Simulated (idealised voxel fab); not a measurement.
The process module presented herein is designated voxel gate over fins.
Section shown: cut. Width: 195 nm. Cell size: 5 nm, square.
In this document a cross-section is written as a grid of square cells. It is given as a series of bands, listed from the top down, and a band is one or more rows of cells. Quick guide to a band line: top height, bottom height (nm) up front; then every material left to right with its width in nm. Only one material and it's marked "throughout"? Then it fills the band edge to edge. And "air" just means empty space. Heads up on the height convention: 0 is the point under which the incoming wafer is all one material, and the lowest band has no bottom, it just keeps going down, like "from 0 down". So if you see something like "30..40" for the width, read it as the top row of the band sitting at the first number and the bottom row at the second, with every row in between moving by the same amount as the last. It should be understood that the words "no modifications", when stated for a given step, signify that the cross-section underwent no change in any of its cells during that step. Empty spaces counting at least 8 cells and having no open way to the top are listed in "Non-vented voids". The notation width x height at distance is used for each, the distance being from the left edge and all three values in nm. Formally, on a step line, whatever follows the settings is a remark that the simulator itself makes on the step. Among the settings permitted on a step's line is "overlay nm"; applied to a step with a mask, it specifies the extent to which the mask lay to the right of its planned position, whereas a negative figure signifies a position to the left.
These are the steps we planned for the process
- 1: RECEIVE with material Si
- 2: CONFORMAL_DEP with material SiN, thk nm 5
- 3: PATTERN with tone cover, mask id FINS, material resist, width nm 15, pitch nm 60, thk nm 15, overlay nm 0
- 4: DIRECTIONAL_ETCH with etch materials SiN, depth nm 5
- 5: DIRECTIONAL_ETCH with etch materials Si, depth nm 40
- 6: STRIP with etch materials resist
- 7: FILL_DEP with material SiO2, thk nm 15
- 8: CMP with height nm 5
- 9: PATTERN with tone open, mask id RAIL, material resist, width nm 15, thk nm 15, overlay nm 0
- 10: DIRECTIONAL_ETCH with etch materials SiO2, depth nm 40
- 11: STRIP with etch materials resist
- 12: CONFORMAL_DEP with material TiN, thk nm 5
- 13: FILL_DEP with material W, thk nm 5
- 14: CMP with height nm 5
- 15: SELECTIVE_ETCH with etch materials W Ru TiN, depth nm 25
- 16: FILL_DEP with material SiO2, thk nm 5
- 17: CMP with height nm 5
- 18: SELECTIVE_ETCH with etch materials SiO2, depth nm 20
- 19: STRIP with etch materials SiN
- 20: CONFORMAL_DEP with material HfO2, thk nm 5
- 21: CONFORMAL_DEP with material TiN, thk nm 5
- 22: CONFORMAL_DEP with material TiAl, thk nm 5
- 23: CONFORMAL_DEP with material TiN, thk nm 5
- 24: FILL_DEP with material W, thk nm 10
- 25: CMP with height nm 25
- 26: CONFORMAL_DEP with material SiCN, thk nm 5
Split variable: width nm, step 9. Plan value = first wafer. Wafers start alike.
Incoming state of the first of several wafers in cross-section: after step 1
    from 0 down | Si throughout
    Non-vented voids: none
The figure below presents a cross-section of the first of several wafers at the conclusion of the module, following its last step, step 26
    from 30 to 25 | SiCN throughout
    from 25 to 20 | W throughout
    from 20 to 15 | W: 10, then TiN: 55, then W: 5, then TiN: 55, then W: 5, then TiN: 55, then W: 10
    from 15 to 10 | W: 10, then TiN: 5, then TiAl: 45, then TiN: 5, then W: 5, then TiN: 5, then TiAl: 45, then TiN: 5, then W: 5, then TiN: 5, then TiAl: 45, then TiN: 5, then W: 10
    from 10 to 5 | W: 10, then TiN: 5, then TiAl: 5, then TiN: 35, then TiAl: 5, then TiN: 5, then W: 5, then TiN: 5, then TiAl: 5, then TiN: 35, then TiAl: 5, then TiN: 5, then W: 5, then TiN: 5, then TiAl: 5, then TiN: 35, then TiAl: 5, then TiN: 5, then W: 10
    from 5 to 0 | TiN: 15, then TiAl: 5, then TiN: 5, then HfO2: 25, then TiN: 5, then TiAl: 5, then TiN: 15, then TiAl: 5, then TiN: 5, then HfO2: 25, then TiN: 5, then TiAl: 5, then TiN: 15, then TiAl: 5, then TiN: 5, then HfO2: 25, then TiN: 5, then TiAl: 5, then TiN: 15
    from 0 to -5 | TiAl: 20, then TiN: 5, then HfO2: 5, then Si: 15, then HfO2: 5, then TiN: 5, then TiAl: 25, then TiN: 5, then HfO2: 5, then Si: 15, then HfO2: 5, then TiN: 5, then TiAl: 25, then TiN: 5, then HfO2: 5, then Si: 15, then HfO2: 5, then TiN: 5, then TiAl: 20
    from -5 to -10 | TiN: 25, then HfO2: 5, then Si: 15, then HfO2: 5, then TiN: 35, then HfO2: 5, then Si: 15, then HfO2: 5, then TiN: 35, then HfO2: 5, then Si: 15, then HfO2: 5, then TiN: 25
    from -10 to -15 | HfO2: 30, then Si: 15, then HfO2: 45, then Si: 15, then HfO2: 45, then Si: 15, then HfO2: 30
    from -15 to -20 | SiO2: 30, then Si: 15, then SiO2: 45, then Si: 15, then SiO2: 45, then Si: 15, then SiO2: 30
    from -20 to -30 | SiO2: 30, then Si: 15, then SiO2: 15, then TiN: 5, then W: 5, then TiN: 5, then SiO2: 15, then Si: 15, then SiO2: 45, then Si: 15, then SiO2: 30
    from -30 to -35 | SiO2: 30, then Si: 15, then SiO2: 15, then TiN: 15, then SiO2: 15, then Si: 15, then SiO2: 45, then Si: 15, then SiO2: 30
    from -35 to -40 | SiO2: 30, then Si: 15, then SiO2: 45, then Si: 15, then SiO2: 45, then Si: 15, then SiO2: 30
    from -40 down | Si throughout
    Non-vented voids: none
Final wafer cross-section at module end
    from 30 to 25 | SiCN throughout
    from 25 to 20 | W throughout
    from 20 to 15 | W: 10, then TiN: 55, then W: 5, then TiN: 55, then W: 5, then TiN: 55, then W: 10
    from 15 to 10 | W: 10, then TiN: 5, then TiAl: 45, then TiN: 5, then W: 5, then TiN: 5, then TiAl: 45, then TiN: 5, then W: 5, then TiN: 5, then TiAl: 45, then TiN: 5, then W: 10
    from 10 to 5 | W: 10, then TiN: 5, then TiAl: 5, then TiN: 35, then TiAl: 5, then TiN: 5, then W: 5, then TiN: 5, then TiAl: 5, then TiN: 35, then TiAl: 5, then TiN: 5, then W: 5, then TiN: 5, then TiAl: 5, then TiN: 35, then TiAl: 5, then TiN: 5, then W: 10
    from 5 to 0 | TiN: 15, then TiAl: 5, then TiN: 5, then HfO2: 25, then TiN: 5, then TiAl: 5, then TiN: 15, then TiAl: 5, then TiN: 5, then HfO2: 25, then TiN: 5, then TiAl: 5, then TiN: 15, then TiAl: 5, then TiN: 5, then HfO2: 25, then TiN: 5, then TiAl: 5, then TiN: 15
    from 0 to -5 | TiAl: 20, then TiN: 5, then HfO2: 5, then Si: 15, then HfO2: 5, then TiN: 5, then TiAl: 25, then TiN: 5, then HfO2: 5, then Si: 15, then HfO2: 5, then TiN: 5, then TiAl: 25, then TiN: 5, then HfO2: 5, then Si: 15, then HfO2: 5, then TiN: 5, then TiAl: 20
    from -5 to -10 | TiN: 25, then HfO2: 5, then Si: 15, then HfO2: 5, then TiN: 35, then HfO2: 5, then Si: 15, then HfO2: 5, then TiN: 35, then HfO2: 5, then Si: 15, then HfO2: 5, then TiN: 25
    from -10 to -15 | HfO2: 30, then Si: 15, then HfO2: 45, then Si: 15, then HfO2: 45, then Si: 15, then HfO2: 30
    from -15 to -20 | SiO2: 30, then Si: 15, then SiO2: 45, then Si: 15, then SiO2: 45, then Si: 15, then SiO2: 30
    from -20 to -30 | SiO2: 30, then Si: 15, then SiO2: 10, then TiN: 5, then W: 20, then TiN: 5, then SiO2: 5, then Si: 15, then SiO2: 45, then Si: 15, then SiO2: 30
    from -30 to -35 | SiO2: 30, then Si: 15, then SiO2: 10, then TiN: 30, then SiO2: 5, then Si: 15, then SiO2: 45, then Si: 15, then SiO2: 30
    from -35 to -40 | SiO2: 30, then Si: 15, then SiO2: 45, then Si: 15, then SiO2: 45, then Si: 15, then SiO2: 30
    from -40 down | Si throughout
    Non-vented voids: none
Heads up, this table goes wafer by wafer. A row tells you, at the end of the module, how many cells of each material that wafer has put on (+) or dropped (-) since it was received, and then its closed voids
width nm 15 | +57 HfO2 | -240 Si | +39 SiCN | +141 SiO2 | +57 TiAl | +121 TiN | +59 W | Non-vented voids: none
width nm 20 | +57 HfO2 | -240 Si | +39 SiCN | +138 SiO2 | +57 TiAl | +122 TiN | +61 W | Non-vented voids: none
width nm 25 | +57 HfO2 | -240 Si | +39 SiCN | +135 SiO2 | +57 TiAl | +123 TiN | +63 W | Non-vented voids: none
width nm 30 | +57 HfO2 | -240 Si | +39 SiCN | +132 SiO2 | +57 TiAl | +124 TiN | +65 W | Non-vented voids: none
